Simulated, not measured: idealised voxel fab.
process module | voxel wiring stack
cross-section cut | 185 nm wide | cells 5 nm
A cross-section is a grid of square cells, given in bands from the top down. A band is one or more rows of cells.
Each band's line starts with the height of the band's top and of its bottom, in nm. Then come its materials from left to right, each with its width in nm. One material with "throughout" fills the band from edge to edge. "air" is empty space.
Height 0 is the level under which the wafer as received is all one material. The lowest band goes on downwards, as in "0 down".
A width such as "30 to 40" changes by the same amount from each row of cells to the next, from the band's top row to its bottom row.
"no change" after a step means that no cell of the cross-section changed.
closed voids: empty space of 8 cells or more with no open way to the top, each as width x height at its distance from the left edge, in nm
after a step's settings: what the simulator itself notes on the step
overlay nm, on a step with a mask: how far to the right of its planned place the mask lay; to the left if negative
plan
1 op RECEIVE | material Si
2 op CONFORMAL_DEP | material SiO2 | thk nm 10
3 op CONFORMAL_DEP | material SiCN | thk nm 5
4 op DIRECTIONAL_DEP | material SiO2 | thk nm 20
5 op PATTERN | tone open | mask id METAL_1 | material resist | width nm 25 | pitch nm 40 | thk nm 15 | overlay nm 0
6 op DIRECTIONAL_ETCH | etch materials SiO2 | depth nm 20
7 op DIRECTIONAL_ETCH | etch materials SiCN | depth nm 5
8 op STRIP | etch materials resist
9 op CONFORMAL_DEP | material TiN | thk nm 5
10 op FILL_DEP | material Cu | thk nm 5
11 op CMP | height nm 35
12 op CONFORMAL_DEP | material SiCN | thk nm 5
13 op DIRECTIONAL_DEP | material SiO2 | thk nm 30
14 op MASKED_ETCH | tone open | mask id METAL_2_HOLES | width nm 15 | pitch nm 80 | etch materials SiO2 | depth nm 30 | overlay nm 0
15 op MASKED_ETCH | tone open | mask id METAL_2 | width nm 25 | pitch nm 40 | etch materials SiO2 | depth nm 20 | overlay nm 0
16 op MASKED_ETCH | tone open | mask id METAL_2 | width nm 25 | pitch nm 40 | etch materials SiCN | depth nm 5 | overlay nm 0
17 op CONFORMAL_DEP | material TiN | thk nm 5
18 op FILL_DEP | material Cu | thk nm 10
19 op CMP | height nm 70
20 op CONFORMAL_DEP | material SiN | thk nm 5
first wafer, as planned
as received, after step 1
  0 down: Si throughout
  closed voids: none
after step 2
  10 to 0: SiO2 throughout
  below 0: unchanged
after step 3
  15 to 10: SiCN throughout
  below 10: unchanged
after step 4
  35 to 15: SiO2 throughout
  below 15: unchanged
after step 5
  50 to 35: resist 20 | air 25 | resist 15 | air 25 | resist 15 | air 25 | resist 15 | air 25 | resist 20
  below 35: unchanged
after step 6
  50 to 35: resist 20 | air 25 | resist 15 | air 25 | resist 15 | air 25 | resist 15 | air 25 | resist 20
  35 to 15: SiO2 20 | air 25 | SiO2 15 | air 25 | SiO2 15 | air 25 | SiO2 15 | air 25 | SiO2 20
  below 15: unchanged
after step 7
  50 to 35: resist 20 | air 25 | resist 15 | air 25 | resist 15 | air 25 | resist 15 | air 25 | resist 20
  35 to 15: SiO2 20 | air 25 | SiO2 15 | air 25 | SiO2 15 | air 25 | SiO2 15 | air 25 | SiO2 20
  15 to 10: SiCN 20 | air 25 | SiCN 15 | air 25 | SiCN 15 | air 25 | SiCN 15 | air 25 | SiCN 20
  below 10: unchanged
after step 8
  35 to 15: SiO2 20 | air 25 | SiO2 15 | air 25 | SiO2 15 | air 25 | SiO2 15 | air 25 | SiO2 20
  below 15: unchanged
after step 9
  40 to 35: TiN 25 | air 15 | TiN 25 | air 15 | TiN 25 | air 15 | TiN 25 | air 15 | TiN 25
  35 to 15: SiO2 20 | TiN 5 | air 15 | TiN 5 | SiO2 15 | TiN 5 | air 15 | TiN 5 | SiO2 15 | TiN 5 | air 15 | TiN 5 | SiO2 15 | TiN 5 | air 15 | TiN 5 | SiO2 20
  15 to 10: SiCN 20 | TiN 25 | SiCN 15 | TiN 25 | SiCN 15 | TiN 25 | SiCN 15 | TiN 25 | SiCN 20
  below 10: unchanged
after step 10
  45 to 40: Cu throughout
  40 to 35: TiN 25 | Cu 15 | TiN 25 | Cu 15 | TiN 25 | Cu 15 | TiN 25 | Cu 15 | TiN 25
  35 to 15: SiO2 20 | TiN 5 | Cu 15 | TiN 5 | SiO2 15 | TiN 5 | Cu 15 | TiN 5 | SiO2 15 | TiN 5 | Cu 15 | TiN 5 | SiO2 15 | TiN 5 | Cu 15 | TiN 5 | SiO2 20
  below 15: unchanged
after step 11
  35 to 15: SiO2 20 | TiN 5 | Cu 15 | TiN 5 | SiO2 15 | TiN 5 | Cu 15 | TiN 5 | SiO2 15 | TiN 5 | Cu 15 | TiN 5 | SiO2 15 | TiN 5 | Cu 15 | TiN 5 | SiO2 20
  below 15: unchanged
after step 12
  40 to 35: SiCN throughout
  below 35: unchanged
after step 13
  70 to 40: SiO2 throughout
  below 40: unchanged
after step 14
  70 to 40: SiO2 20 | air 15 | SiO2 65 | air 15 | SiO2 70
  below 40: unchanged
after step 15
  70 to 50: SiO2 20 | air 25 | SiO2 15 | air 25 | SiO2 15 | air 25 | SiO2 15 | air 25 | SiO2 20
  below 50: unchanged
after step 16
  70 to 50: SiO2 20 | air 25 | SiO2 15 | air 25 | SiO2 15 | air 25 | SiO2 15 | air 25 | SiO2 20
  50 to 40: SiO2 20 | air 15 | SiO2 65 | air 15 | SiO2 70
  40 to 35: SiCN 20 | air 15 | SiCN 65 | air 15 | SiCN 70
  below 35: unchanged
after step 17
  75 to 70: TiN 25 | air 15 | TiN 25 | air 15 | TiN 25 | air 15 | TiN 25 | air 15 | TiN 25
  70 to 55: SiO2 20 | TiN 5 | air 15 | TiN 5 | SiO2 15 | TiN 5 | air 15 | TiN 5 | SiO2 15 | TiN 5 | air 15 | TiN 5 | SiO2 15 | TiN 5 | air 15 | TiN 5 | SiO2 20
  55 to 50: SiO2 20 | TiN 5 | air 5 | TiN 15 | SiO2 15 | TiN 25 | SiO2 15 | TiN 5 | air 5 | TiN 15 | SiO2 15 | TiN 25 | SiO2 20
  50 to 40: SiO2 20 | TiN 5 | air 5 | TiN 5 | SiO2 65 | TiN 5 | air 5 | TiN 5 | SiO2 70
  40 to 35: SiCN 20 | TiN 15 | SiCN 65 | TiN 15 | SiCN 70
  below 35: unchanged
after step 18
  85 to 75: Cu throughout
  75 to 70: TiN 25 | Cu 15 | TiN 25 | Cu 15 | TiN 25 | Cu 15 | TiN 25 | Cu 15 | TiN 25
  70 to 55: SiO2 20 | TiN 5 | Cu 15 | TiN 5 | SiO2 15 | TiN 5 | Cu 15 | TiN 5 | SiO2 15 | TiN 5 | Cu 15 | TiN 5 | SiO2 15 | TiN 5 | Cu 15 | TiN 5 | SiO2 20
  55 to 50: SiO2 20 | TiN 5 | Cu 5 | TiN 15 | SiO2 15 | TiN 25 | SiO2 15 | TiN 5 | Cu 5 | TiN 15 | SiO2 15 | TiN 25 | SiO2 20
  50 to 40: SiO2 20 | TiN 5 | Cu 5 | TiN 5 | SiO2 65 | TiN 5 | Cu 5 | TiN 5 | SiO2 70
  below 40: unchanged
after step 19
  70 to 55: SiO2 20 | TiN 5 | Cu 15 | TiN 5 | SiO2 15 | TiN 5 | Cu 15 | TiN 5 | SiO2 15 | TiN 5 | Cu 15 | TiN 5 | SiO2 15 | TiN 5 | Cu 15 | TiN 5 | SiO2 20
  below 55: unchanged
after step 20
  75 to 70: SiN throughout
  below 70: unchanged
second wafer: like start, like plan, one mistake. Through step 2 it matches the first wafer
when step 3 should have ended
  30 to 0: SiO2 throughout
  below 0: unchanged
when step 4 should have ended
  35 to 30: SiCN throughout
  below 30: unchanged
when step 5 should have ended
  50 to 35: resist 20 | air 25 | resist 15 | air 25 | resist 15 | air 25 | resist 15 | air 25 | resist 20
  below 35: unchanged
when step 6 should have ended: no change
when step 7 should have ended
  50 to 35: resist 20 | air 25 | resist 15 | air 25 | resist 15 | air 25 | resist 15 | air 25 | resist 20
  35 to 30: SiCN 20 | air 25 | SiCN 15 | air 25 | SiCN 15 | air 25 | SiCN 15 | air 25 | SiCN 20
  below 30: unchanged
when step 8 should have ended
  35 to 30: SiCN 20 | air 25 | SiCN 15 | air 25 | SiCN 15 | air 25 | SiCN 15 | air 25 | SiCN 20
  below 30: unchanged
when step 9 should have ended
  40 to 35: TiN 25 | air 15 | TiN 25 | air 15 | TiN 25 | air 15 | TiN 25 | air 15 | TiN 25
  35 to 30: SiCN 20 | TiN 25 | SiCN 15 | TiN 25 | SiCN 15 | TiN 25 | SiCN 15 | TiN 25 | SiCN 20
  below 30: unchanged
when step 10 should have ended
  45 to 40: Cu throughout
  40 to 35: TiN 25 | Cu 15 | TiN 25 | Cu 15 | TiN 25 | Cu 15 | TiN 25 | Cu 15 | TiN 25
  below 35: unchanged
when step 11 should have ended
  35 to 30: SiCN 20 | TiN 25 | SiCN 15 | TiN 25 | SiCN 15 | TiN 25 | SiCN 15 | TiN 25 | SiCN 20
  below 30: unchanged
when step 12 should have ended
  40 to 35: SiCN throughout
  below 35: unchanged
when step 13 should have ended
  70 to 40: SiO2 throughout
  below 40: unchanged
when step 14 should have ended
  70 to 40: SiO2 20 | air 15 | SiO2 65 | air 15 | SiO2 70
  below 40: unchanged
when step 15 should have ended
  70 to 50: SiO2 20 | air 25 | SiO2 15 | air 25 | SiO2 15 | air 25 | SiO2 15 | air 25 | SiO2 20
  below 50: unchanged
when step 16 should have ended
  70 to 50: SiO2 20 | air 25 | SiO2 15 | air 25 | SiO2 15 | air 25 | SiO2 15 | air 25 | SiO2 20
  50 to 40: SiO2 20 | air 15 | SiO2 65 | air 15 | SiO2 70
  40 to 35: SiCN 20 | air 15 | SiCN 65 | air 15 | SiCN 70
  below 35: unchanged
when step 17 should have ended
  75 to 70: TiN 25 | air 15 | TiN 25 | air 15 | TiN 25 | air 15 | TiN 25 | air 15 | TiN 25
  70 to 55: SiO2 20 | TiN 5 | air 15 | TiN 5 | SiO2 15 | TiN 5 | air 15 | TiN 5 | SiO2 15 | TiN 5 | air 15 | TiN 5 | SiO2 15 | TiN 5 | air 15 | TiN 5 | SiO2 20
  55 to 50: SiO2 20 | TiN 5 | air 5 | TiN 15 | SiO2 15 | TiN 25 | SiO2 15 | TiN 5 | air 5 | TiN 15 | SiO2 15 | TiN 25 | SiO2 20
  50 to 40: SiO2 20 | TiN 5 | air 5 | TiN 5 | SiO2 65 | TiN 5 | air 5 | TiN 5 | SiO2 70
  40 to 35: SiCN 20 | TiN 15 | SiCN 65 | TiN 15 | SiCN 70
  below 35: unchanged
when step 18 should have ended
  85 to 75: Cu throughout
  75 to 70: TiN 25 | Cu 15 | TiN 25 | Cu 15 | TiN 25 | Cu 15 | TiN 25 | Cu 15 | TiN 25
  70 to 55: SiO2 20 | TiN 5 | Cu 15 | TiN 5 | SiO2 15 | TiN 5 | Cu 15 | TiN 5 | SiO2 15 | TiN 5 | Cu 15 | TiN 5 | SiO2 15 | TiN 5 | Cu 15 | TiN 5 | SiO2 20
  55 to 50: SiO2 20 | TiN 5 | Cu 5 | TiN 15 | SiO2 15 | TiN 25 | SiO2 15 | TiN 5 | Cu 5 | TiN 15 | SiO2 15 | TiN 25 | SiO2 20
  50 to 40: SiO2 20 | TiN 5 | Cu 5 | TiN 5 | SiO2 65 | TiN 5 | Cu 5 | TiN 5 | SiO2 70
  below 40: unchanged
when step 19 should have ended
  70 to 55: SiO2 20 | TiN 5 | Cu 15 | TiN 5 | SiO2 15 | TiN 5 | Cu 15 | TiN 5 | SiO2 15 | TiN 5 | Cu 15 | TiN 5 | SiO2 15 | TiN 5 | Cu 15 | TiN 5 | SiO2 20
  below 55: unchanged
when step 20 should have ended
  75 to 70: SiN throughout
  below 70: unchanged
what went wrong: steps 3 and 4 were swapped
at the end the second wafer has, in cells: 48 fewer of Cu | 80 more of SiO2 | 32 fewer of TiN
